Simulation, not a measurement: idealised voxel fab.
The document below concerns the process module designated voxel ribs on slabs.
275 nm wide, 5 nm square cells: that's cross-section cut.
Throughout this document, each cross-section is represented as a grid of square cells and is presented as a sequence of bands enumerated from the top downward, where a band comprises one or more rows of cells. What a band's entry tells you: where the top is and where the bottom is, as heights in nm, and after that what lies inside, material by material from left to right, each with its width in nm. Empty space is written as the word "blank", and a single material marked with the word "everywhere" occupies the band from edge to edge. Below 0: as-received wafer, all one material; heights counted from there. Lowest band: no bottom, goes on down, written "from 0 down". Per-row width for "30 to 40": begins at first number (top row of band), ends at second number (bottom row), increment between rows held constant. "nothing altered" -> step changed no cross-section cell. Entry "Tabulated closed voids" = empty spaces >= 8 cells with no open way to the top; each as width x height at distance, distance from left edge, all nm. after a step's settings: what the simulator itself notes on the step. "overlay nm" answers the question of how far to the right of plan the mask lay on a step that has a mask, and when it is negative the answer is to the left.

**This section lists the process steps that were planned**
step 1: RECEIVE | material Si
step 2: DIRECTIONAL_DEP | material SiO2 | thk nm 20
step 3: DIRECTIONAL_DEP | material SiN | thk nm 15
step 4: PATTERN | tone cover | mask id RIB | material resist | width nm 25 | thk nm 20 | overlay nm 0
step 5: DIRECTIONAL_ETCH | etch materials SiN | depth nm 10
step 6: STRIP | etch materials resist
step 7: DIRECTIONAL_DEP | material aC | thk nm 10
step 8: PATTERN | tone cover | mask id SLAB | material resist | width nm 75 | thk nm 25 | overlay nm 0
step 9: DIRECTIONAL_ETCH | etch materials aC | depth nm 10
step 10: STRIP | etch materials resist
step 11: DIRECTIONAL_ETCH | etch materials SiN | depth nm 5
step 12: STRIP | etch materials aC
step 13: FILL_DEP | material SiO2 | thk nm 30
step 14: CMP | height nm 55
step 15: DIRECTIONAL_DEP | material TiN | thk nm 10
step 16: PATTERN | tone cover | mask id HEATER | material resist | width nm 35 | thk nm 15 | overlay nm 0
step 17: DIRECTIONAL_ETCH | etch materials TiN | depth nm 10
step 18: STRIP | etch materials resist
step 19: CONFORMAL_DEP | material SiN | thk nm 5

**Delivered wafer in cross-section: state after step 1**
* from 0 down | Si everywhere
* Tabulated closed voids: none

**Post-module cross-section: identical start and plan to those above, one misstep in execution**
* from 70 to 65 | 115 blank | 45 SiN | 115 blank
* from 65 to 60 | 115 blank | 5 SiN | 35 TiN | 5 SiN | 115 blank
* from 60 to 55 | 120 SiN | 35 TiN | 120 SiN
* from 55 to 35 | SiO2 everywhere
* from 35 to 25 | 125 SiO2 | 25 SiN | 125 SiO2
* from 25 to 20 | 100 SiO2 | 80 SiN | 95 SiO2
* from 20 to 0 | SiO2 everywhere
* from 0 down | Si everywhere
* Tabulated closed voids: none
Processing error: step 8 did not happen as planned, as run it was PATTERN | tone cover | mask id SLAB | material resist | width nm 80 | thk nm 25 | overlay nm 0
